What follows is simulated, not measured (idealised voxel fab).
Proc. module: voxel wiring stack
FYI the section here is cut, 235 nm wide, cells are 5 nm squares.
The cross-sections in this document take the form of a grid made of square cells. They are written out as bands, in order from top to bottom. Each band consists of one or more rows of cells.
This entry defines a band. It first specifies the height of the band's top and the height of its bottom in nm, and then specifies the band's materials from left to right, stating each material with its width in nm. The word "all across" identifies a single material that fills the band from edge to edge, while the word "blank" identifies empty space.
Counting heights begins at 0, where everything beneath is, in the wafer as received, one material. The lowest band has no bottom; it goes on downwards, as "0 nm and below" shows.
Read "30..40" as a graded width: first number on top, second number at the bottom, same change between each pair of neighbouring rows.
"same as before" (step): cross-section cells unchanged, all of them.
"Enclosed cavities" lists enclosed empty spaces (at least 8 cells, no open path upward to the top), each as width x height at distance from the left edge, in nm.
The remark found on a step's line after its settings is issued by the simulator itself and pertains to that step.
If you see "overlay nm" on a step's line and that step has a mask, it's telling you how far right of where it was planned the mask ended up; a negative number means it went left instead.

**Process steps - plan**
| 1 | RECEIVE,material Si |
| 2 | CONFORMAL_DEP,material SiO2,thk nm 15 |
| 3 | DIRECTIONAL_DEP,material TiN,thk nm 5 |
| 4 | DIRECTIONAL_DEP,material W,thk nm 25 |
| 5 | DIRECTIONAL_DEP,material aC,thk nm 15 |
| 6 | PATTERN,tone cover,mask id METAL_1,material resist,width nm 25,pitch nm 45,thk nm 35,overlay nm 0 |
| 7 | DIRECTIONAL_ETCH,etch materials aC,depth nm 15 |
| 8 | STRIP,etch materials resist |
| 9 | DIRECTIONAL_ETCH,etch materials W,depth nm 25 |
| 10 | DIRECTIONAL_ETCH,etch materials TiN,depth nm 5 |
| 11 | STRIP,etch materials aC |
| 12 | CONFORMAL_DEP,material SiCN,thk nm 5 |
| 13 | FILL_DEP,material lowk,thk nm 10 |
| 14 | CMP,height nm 45 |
| 15 | CONFORMAL_DEP,material SiCN,thk nm 5 |
| 16 | DIRECTIONAL_DEP,material SiO2,thk nm 30 |
| 17 | DIRECTIONAL_DEP,material aC,thk nm 15 |
| 18 | PATTERN,tone open,mask id METAL_2,material resist,width nm 25,pitch nm 45,thk nm 35,overlay nm 0 |
| 19 | DIRECTIONAL_ETCH,etch materials aC,depth nm 15 |
| 20 | STRIP,etch materials resist |
| 21 | DIRECTIONAL_ETCH,etch materials SiO2,depth nm 15 |
| 22 | STRIP,etch materials aC |
| 23 | MASKED_ETCH,tone open,mask id METAL_2_HOLES,width nm 15,pitch nm 45,etch materials SiO2,depth nm 15,overlay nm 0 |
| 24 | MASKED_ETCH,tone open,mask id METAL_2_HOLES,width nm 15,pitch nm 45,etch materials SiCN,depth nm 5,overlay nm 0 |
| 25 | CONFORMAL_DEP,material TiN,thk nm 5 |
| 26 | FILL_DEP,material Cu,thk nm 10 |
| 27 | CMP,height nm 80 |
| 28 | CONFORMAL_DEP,material SiCN,thk nm 5 |
| 29 | DIRECTIONAL_DEP,material SiO2,thk nm 25 |
| 30 | PATTERN,tone open,mask id METAL_3,material resist,width nm 25,pitch nm 45,thk nm 15,overlay nm 0 |
| 31 | DIRECTIONAL_ETCH,etch materials SiO2,depth nm 15 |
| 32 | STRIP,etch materials resist |
| 33 | MASKED_ETCH,tone open,mask id METAL_3_HOLES,width nm 15,pitch nm 90,etch materials SiO2,depth nm 10,overlay nm 0 |
| 34 | MASKED_ETCH,tone open,mask id METAL_3_HOLES,width nm 15,pitch nm 90,etch materials SiCN,depth nm 5,overlay nm 0 |
| 35 | CONFORMAL_DEP,material TiN,thk nm 5 |
| 36 | FILL_DEP,material Cu,thk nm 10 |
| 37 | CMP,height nm 110 |
| 38 | CONFORMAL_DEP,material SiCN,thk nm 5 |

**The first of a set of two wafers, run to plan**

**As received (post step 1): cross-section**
	0 nm and below = Si all across
	Enclosed cavities: none

**Cross-sectional representation of the wafer at the conclusion of step 2**
	15 nm to 0 nm = SiO2 all across
	Note: structure below 0 unchanged.

**Cross-sectional representation of the wafer at the conclusion of step 3**
	20 nm to 15 nm = TiN all across
	Note: structure below 15 unchanged.

**Cross-sectional representation of the wafer at the conclusion of step 4**
	45 nm to 20 nm = W all across
	Note: structure below 20 unchanged.

**Cross-sectional representation of the wafer at the conclusion of step 5**
	60 nm to 45 nm = aC all across
	Note: structure below 45 unchanged.

**Cross-sectional representation of the wafer at the conclusion of step 6**
	95 nm to 60 nm = 60 blank  25 resist  20 blank  25 resist  20 blank  25 resist  60 blank
	Note: structure below 60 unchanged.

**Cross-sectional representation of the wafer at the conclusion of step 7**
	80 nm to 60 nm = 60 blank  25 resist  20 blank  25 resist  20 blank  25 resist  60 blank
	60 nm to 45 nm = 60 blank  25 aC  20 blank  25 aC  20 blank  25 aC  60 blank
	Note: structure below 45 unchanged.

**Cross-sectional representation of the wafer at the conclusion of step 8**
	60 nm to 45 nm = 60 blank  25 aC  20 blank  25 aC  20 blank  25 aC  60 blank
	Note: structure below 45 unchanged.

**Cross-sectional representation of the wafer at the conclusion of step 9**
	60 nm to 45 nm = 60 blank  25 aC  20 blank  25 aC  20 blank  25 aC  60 blank
	45 nm to 20 nm = 60 blank  25 W  20 blank  25 W  20 blank  25 W  60 blank
	Note: structure below 20 unchanged.

**Cross-sectional representation of the wafer at the conclusion of step 10**
	60 nm to 45 nm = 60 blank  25 aC  20 blank  25 aC  20 blank  25 aC  60 blank
	45 nm to 20 nm = 60 blank  25 W  20 blank  25 W  20 blank  25 W  60 blank
	20 nm to 15 nm = 60 blank  25 TiN  20 blank  25 TiN  20 blank  25 TiN  60 blank
	Note: structure below 15 unchanged.

**Cross-sectional representation of the wafer at the conclusion of step 11**
	45 nm to 20 nm = 60 blank  25 W  20 blank  25 W  20 blank  25 W  60 blank
	Note: structure below 20 unchanged.

**Cross-sectional representation of the wafer at the conclusion of step 12**
	50 nm to 45 nm = 55 blank  35 SiCN  10 blank  35 SiCN  10 blank  35 SiCN  55 blank
	45 nm to 20 nm = 55 blank  5 SiCN  25 W  5 SiCN  10 blank  5 SiCN  25 W  5 SiCN  10 blank  5 SiCN  25 W  5 SiCN  55 blank
	20 nm to 15 nm = 60 SiCN  25 TiN  20 SiCN  25 TiN  20 SiCN  25 TiN  60 SiCN
	Note: structure below 15 unchanged.

**Cross-sectional representation of the wafer at the conclusion of step 13**
	60 nm to 50 nm = lowk all across
	50 nm to 45 nm = 55 lowk  35 SiCN  10 lowk  35 SiCN  10 lowk  35 SiCN  55 lowk
	45 nm to 20 nm = 55 lowk  5 SiCN  25 W  5 SiCN  10 lowk  5 SiCN  25 W  5 SiCN  10 lowk  5 SiCN  25 W  5 SiCN  55 lowk
	Note: structure below 20 unchanged.

**Cross-sectional representation of the wafer at the conclusion of step 14**
	45 nm to 20 nm = 55 lowk  5 SiCN  25 W  5 SiCN  10 lowk  5 SiCN  25 W  5 SiCN  10 lowk  5 SiCN  25 W  5 SiCN  55 lowk
	Note: structure below 20 unchanged.

**Cross-sectional representation of the wafer at the conclusion of step 15**
	50 nm to 45 nm = SiCN all across
	Note: structure below 45 unchanged.

**Cross-sectional representation of the wafer at the conclusion of step 16**
	80 nm to 50 nm = SiO2 all across
	Note: structure below 50 unchanged.

**Cross-sectional representation of the wafer at the conclusion of step 17**
	95 nm to 80 nm = aC all across
	Note: structure below 80 unchanged.

**Cross-sectional representation of the wafer at the conclusion of step 18**
	130 nm to 95 nm = 60 resist  25 blank  20 resist  25 blank  20 resist  25 blank  60 resist
	Note: structure below 95 unchanged.

**Cross-sectional representation of the wafer at the conclusion of step 19**
	115 nm to 95 nm = 60 resist  25 blank  20 resist  25 blank  20 resist  25 blank  60 resist
	95 nm to 80 nm = 60 aC  25 blank  20 aC  25 blank  20 aC  25 blank  60 aC
	Note: structure below 80 unchanged.

**Cross-sectional representation of the wafer at the conclusion of step 20**
	95 nm to 80 nm = 60 aC  25 blank  20 aC  25 blank  20 aC  25 blank  60 aC
	Note: structure below 80 unchanged.

**Cross-sectional representation of the wafer at the conclusion of step 21**
	95 nm to 80 nm = 60 aC  25 blank  20 aC  25 blank  20 aC  25 blank  60 aC
	80 nm to 65 nm = 60 SiO2  25 blank  20 SiO2  25 blank  20 SiO2  25 blank  60 SiO2
	Note: structure below 65 unchanged.

**Cross-sectional representation of the wafer at the conclusion of step 22**
	80 nm to 65 nm = 60 SiO2  25 blank  20 SiO2  25 blank  20 SiO2  25 blank  60 SiO2
	Note: structure below 65 unchanged.

**Cross-sectional representation of the wafer at the conclusion of step 23**
	80 nm to 65 nm = 60 SiO2  25 blank  20 SiO2  25 blank  20 SiO2  25 blank  60 SiO2
	65 nm to 50 nm = 60 SiO2  15 blank  30 SiO2  15 blank  30 SiO2  15 blank  70 SiO2
	Note: structure below 50 unchanged.

**Cross-sectional representation of the wafer at the conclusion of step 24**
	80 nm to 65 nm = 60 SiO2  25 blank  20 SiO2  25 blank  20 SiO2  25 blank  60 SiO2
	65 nm to 50 nm = 60 SiO2  15 blank  30 SiO2  15 blank  30 SiO2  15 blank  70 SiO2
	50 nm to 45 nm = 60 SiCN  15 blank  30 SiCN  15 blank  30 SiCN  15 blank  70 SiCN
	Note: structure below 45 unchanged.

**Cross-sectional representation of the wafer at the conclusion of step 25**
	85 nm to 80 nm = 65 TiN  15 blank  30 TiN  15 blank  30 TiN  15 blank  65 TiN
	80 nm to 70 nm = 60 SiO2  5 TiN  15 blank  5 TiN  20 SiO2  5 TiN  15 blank  5 TiN  20 SiO2  5 TiN  15 blank  5 TiN  60 SiO2
	70 nm to 65 nm = 60 SiO2  5 TiN  5 blank  15 TiN  20 SiO2  5 TiN  5 blank  15 TiN  20 SiO2  5 TiN  5 blank  15 TiN  60 SiO2
	65 nm to 50 nm = 60 SiO2  5 TiN  5 blank  5 TiN  30 SiO2  5 TiN  5 blank  5 TiN  30 SiO2  5 TiN  5 blank  5 TiN  70 SiO2
	50 nm to 45 nm = 60 SiCN  15 TiN  30 SiCN  15 TiN  30 SiCN  15 TiN  70 SiCN
	Note: structure below 45 unchanged.

**Cross-sectional representation of the wafer at the conclusion of step 26**
	95 nm to 85 nm = Cu all across
	85 nm to 80 nm = 65 TiN  15 Cu  30 TiN  15 Cu  30 TiN  15 Cu  65 TiN
	80 nm to 70 nm = 60 SiO2  5 TiN  15 Cu  5 TiN  20 SiO2  5 TiN  15 Cu  5 TiN  20 SiO2  5 TiN  15 Cu  5 TiN  60 SiO2
	70 nm to 65 nm = 60 SiO2  5 TiN  5 Cu  15 TiN  20 SiO2  5 TiN  5 Cu  15 TiN  20 SiO2  5 TiN  5 Cu  15 TiN  60 SiO2
	65 nm to 50 nm = 60 SiO2  5 TiN  5 Cu  5 TiN  30 SiO2  5 TiN  5 Cu  5 TiN  30 SiO2  5 TiN  5 Cu  5 TiN  70 SiO2
	Note: structure below 50 unchanged.

**Cross-sectional representation of the wafer at the conclusion of step 27**
	80 nm to 70 nm = 60 SiO2  5 TiN  15 Cu  5 TiN  20 SiO2  5 TiN  15 Cu  5 TiN  20 SiO2  5 TiN  15 Cu  5 TiN  60 SiO2
	Note: structure below 70 unchanged.

**Cross-sectional representation of the wafer at the conclusion of step 28**
	85 nm to 80 nm = SiCN all across
	Note: structure below 80 unchanged.

**Cross-sectional representation of the wafer at the conclusion of step 29**
	110 nm to 85 nm = SiO2 all across
	Note: structure below 85 unchanged.

**Cross-sectional representation of the wafer at the conclusion of step 30**
	125 nm to 110 nm = 60 resist  25 blank  20 resist  25 blank  20 resist  25 blank  60 resist
	Note: structure below 110 unchanged.

**Cross-sectional representation of the wafer at the conclusion of step 31**
	125 nm to 110 nm = 60 resist  25 blank  20 resist  25 blank  20 resist  25 blank  60 resist
	110 nm to 95 nm = 60 SiO2  25 blank  20 SiO2  25 blank  20 SiO2  25 blank  60 SiO2
	Note: structure below 95 unchanged.

**Cross-sectional representation of the wafer at the conclusion of step 32**
	110 nm to 95 nm = 60 SiO2  25 blank  20 SiO2  25 blank  20 SiO2  25 blank  60 SiO2
	Note: structure below 95 unchanged.

**Cross-sectional representation of the wafer at the conclusion of step 33**
	110 nm to 95 nm = 60 SiO2  25 blank  20 SiO2  25 blank  20 SiO2  25 blank  60 SiO2
	95 nm to 85 nm = 60 SiO2  15 blank  75 SiO2  15 blank  70 SiO2
	Note: structure below 85 unchanged.

**Cross-sectional representation of the wafer at the conclusion of step 34**
	110 nm to 95 nm = 60 SiO2  25 blank  20 SiO2  25 blank  20 SiO2  25 blank  60 SiO2
	95 nm to 85 nm = 60 SiO2  15 blank  75 SiO2  15 blank  70 SiO2
	85 nm to 80 nm = 60 SiCN  15 blank  75 SiCN  15 blank  70 SiCN
	Note: structure below 80 unchanged.

**Cross-sectional representation of the wafer at the conclusion of step 35**
	115 nm to 110 nm = 65 TiN  15 blank  30 TiN  15 blank  30 TiN  15 blank  65 TiN
	110 nm to 100 nm = 60 SiO2  5 TiN  15 blank  5 TiN  20 SiO2  5 TiN  15 blank  5 TiN  20 SiO2  5 TiN  15 blank  5 TiN  60 SiO2
	100 nm to 95 nm = 60 SiO2  5 TiN  5 blank  15 TiN  20 SiO2  25 TiN  20 SiO2  5 TiN  5 blank  15 TiN  60 SiO2
	95 nm to 85 nm = 60 SiO2  5 TiN  5 blank  5 TiN  75 SiO2  5 TiN  5 blank  5 TiN  70 SiO2
	85 nm to 80 nm = 60 SiCN  15 TiN  75 SiCN  15 TiN  70 SiCN
	Note: structure below 80 unchanged.

**Cross-sectional representation of the wafer at the conclusion of step 36**
	125 nm to 115 nm = Cu all across
	115 nm to 110 nm = 65 TiN  15 Cu  30 TiN  15 Cu  30 TiN  15 Cu  65 TiN
	110 nm to 100 nm = 60 SiO2  5 TiN  15 Cu  5 TiN  20 SiO2  5 TiN  15 Cu  5 TiN  20 SiO2  5 TiN  15 Cu  5 TiN  60 SiO2
	100 nm to 95 nm = 60 SiO2  5 TiN  5 Cu  15 TiN  20 SiO2  25 TiN  20 SiO2  5 TiN  5 Cu  15 TiN  60 SiO2
	95 nm to 85 nm = 60 SiO2  5 TiN  5 Cu  5 TiN  75 SiO2  5 TiN  5 Cu  5 TiN  70 SiO2
	Note: structure below 85 unchanged.

**Cross-sectional representation of the wafer at the conclusion of step 37**
	110 nm to 100 nm = 60 SiO2  5 TiN  15 Cu  5 TiN  20 SiO2  5 TiN  15 Cu  5 TiN  20 SiO2  5 TiN  15 Cu  5 TiN  60 SiO2
	Note: structure below 100 unchanged.

**Cross-sectional representation of the wafer at the conclusion of step 38**
	115 nm to 110 nm = SiCN all across
	Note: structure below 110 unchanged.

**The second wafer: identical to the first at the outset and in its planned sequence, differing only in that one mistake was made during processing; up to and including step 14, its path is the first wafer's path**

**Planned end of step 15: second wafer, cross-section**
	75 nm to 45 nm = SiO2 all across
	Note: structure below 45 unchanged.

**Planned end of step 16: second wafer, cross-section**
	80 nm to 75 nm = SiCN all across
	Note: structure below 75 unchanged.

**Planned end of step 17: second wafer, cross-section**
	95 nm to 80 nm = aC all across
	Note: structure below 80 unchanged.

**Planned end of step 18: second wafer, cross-section**
	130 nm to 95 nm = 60 resist  25 blank  20 resist  25 blank  20 resist  25 blank  60 resist
	Note: structure below 95 unchanged.

**Planned end of step 19: second wafer, cross-section**
	115 nm to 95 nm = 60 resist  25 blank  20 resist  25 blank  20 resist  25 blank  60 resist
	95 nm to 80 nm = 60 aC  25 blank  20 aC  25 blank  20 aC  25 blank  60 aC
	Note: structure below 80 unchanged.

**Planned end of step 20: second wafer, cross-section**
	95 nm to 80 nm = 60 aC  25 blank  20 aC  25 blank  20 aC  25 blank  60 aC
	Note: structure below 80 unchanged.

Planned end of step 21: second wafer, cross-section: same as before

**Planned end of step 22: second wafer, cross-section**
	80 nm to 75 nm = SiCN all across
	Note: structure below 75 unchanged.

Planned end of step 23: second wafer, cross-section: same as before

**Planned end of step 24: second wafer, cross-section**
	80 nm to 75 nm = 60 SiCN  15 blank  30 SiCN  15 blank  30 SiCN  15 blank  70 SiCN
	Note: structure below 75 unchanged.

**Planned end of step 25: second wafer, cross-section**
	85 nm to 80 nm = 65 TiN  5 blank  40 TiN  5 blank  40 TiN  5 blank  75 TiN
	80 nm to 75 nm = 60 SiCN  15 TiN  30 SiCN  15 TiN  30 SiCN  15 TiN  70 SiCN
	Note: structure below 75 unchanged.

**Planned end of step 26: second wafer, cross-section**
	95 nm to 85 nm = Cu all across
	85 nm to 80 nm = 65 TiN  5 Cu  40 TiN  5 Cu  40 TiN  5 Cu  75 TiN
	Note: structure below 80 unchanged.

**Planned end of step 27: second wafer, cross-section**
	80 nm to 75 nm = 60 SiCN  15 TiN  30 SiCN  15 TiN  30 SiCN  15 TiN  70 SiCN
	Note: structure below 75 unchanged.

**Planned end of step 28: second wafer, cross-section**
	85 nm to 80 nm = SiCN all across
	Note: structure below 80 unchanged.

**Planned end of step 29: second wafer, cross-section**
	110 nm to 85 nm = SiO2 all across
	Note: structure below 85 unchanged.

**Planned end of step 30: second wafer, cross-section**
	125 nm to 110 nm = 60 resist  25 blank  20 resist  25 blank  20 resist  25 blank  60 resist
	Note: structure below 110 unchanged.

**Planned end of step 31: second wafer, cross-section**
	125 nm to 110 nm = 60 resist  25 blank  20 resist  25 blank  20 resist  25 blank  60 resist
	110 nm to 95 nm = 60 SiO2  25 blank  20 SiO2  25 blank  20 SiO2  25 blank  60 SiO2
	Note: structure below 95 unchanged.

**Planned end of step 32: second wafer, cross-section**
	110 nm to 95 nm = 60 SiO2  25 blank  20 SiO2  25 blank  20 SiO2  25 blank  60 SiO2
	Note: structure below 95 unchanged.

**Planned end of step 33: second wafer, cross-section**
	110 nm to 95 nm = 60 SiO2  25 blank  20 SiO2  25 blank  20 SiO2  25 blank  60 SiO2
	95 nm to 85 nm = 60 SiO2  15 blank  75 SiO2  15 blank  70 SiO2
	Note: structure below 85 unchanged.

**Planned end of step 34: second wafer, cross-section**
	110 nm to 95 nm = 60 SiO2  25 blank  20 SiO2  25 blank  20 SiO2  25 blank  60 SiO2
	95 nm to 85 nm = 60 SiO2  15 blank  75 SiO2  15 blank  70 SiO2
	85 nm to 80 nm = 60 SiCN  15 blank  75 SiCN  15 blank  70 SiCN
	Note: structure below 80 unchanged.

**Planned end of step 35: second wafer, cross-section**
	115 nm to 110 nm = 65 TiN  15 blank  30 TiN  15 blank  30 TiN  15 blank  65 TiN
	110 nm to 100 nm = 60 SiO2  5 TiN  15 blank  5 TiN  20 SiO2  5 TiN  15 blank  5 TiN  20 SiO2  5 TiN  15 blank  5 TiN  60 SiO2
	100 nm to 95 nm = 60 SiO2  5 TiN  5 blank  15 TiN  20 SiO2  25 TiN  20 SiO2  5 TiN  5 blank  15 TiN  60 SiO2
	95 nm to 85 nm = 60 SiO2  5 TiN  5 blank  5 TiN  75 SiO2  5 TiN  5 blank  5 TiN  70 SiO2
	85 nm to 80 nm = 60 SiCN  15 TiN  75 SiCN  15 TiN  70 SiCN
	Note: structure below 80 unchanged.

**Planned end of step 36: second wafer, cross-section**
	125 nm to 115 nm = Cu all across
	115 nm to 110 nm = 65 TiN  15 Cu  30 TiN  15 Cu  30 TiN  15 Cu  65 TiN
	110 nm to 100 nm = 60 SiO2  5 TiN  15 Cu  5 TiN  20 SiO2  5 TiN  15 Cu  5 TiN  20 SiO2  5 TiN  15 Cu  5 TiN  60 SiO2
	100 nm to 95 nm = 60 SiO2  5 TiN  5 Cu  15 TiN  20 SiO2  25 TiN  20 SiO2  5 TiN  5 Cu  15 TiN  60 SiO2
	95 nm to 85 nm = 60 SiO2  5 TiN  5 Cu  5 TiN  75 SiO2  5 TiN  5 Cu  5 TiN  70 SiO2
	Note: structure below 85 unchanged.

**Planned end of step 37: second wafer, cross-section**
	110 nm to 100 nm = 60 SiO2  5 TiN  15 Cu  5 TiN  20 SiO2  5 TiN  15 Cu  5 TiN  20 SiO2  5 TiN  15 Cu  5 TiN  60 SiO2
	Note: structure below 100 unchanged.

**Planned end of step 38: second wafer, cross-section**
	115 nm to 110 nm = SiCN all across
	Note: structure below 110 unchanged.
What was the processing mistake? the intended sequence of steps 15 and 16 was reversed during processing, with each occupying the position of the other
It is noted that, at the conclusion of processing, the second wafer exhibits a higher or lower cell count for certain materials relative to the first: Cu: 30 fewer | SiO2: 72 more | TiN: 42 fewer
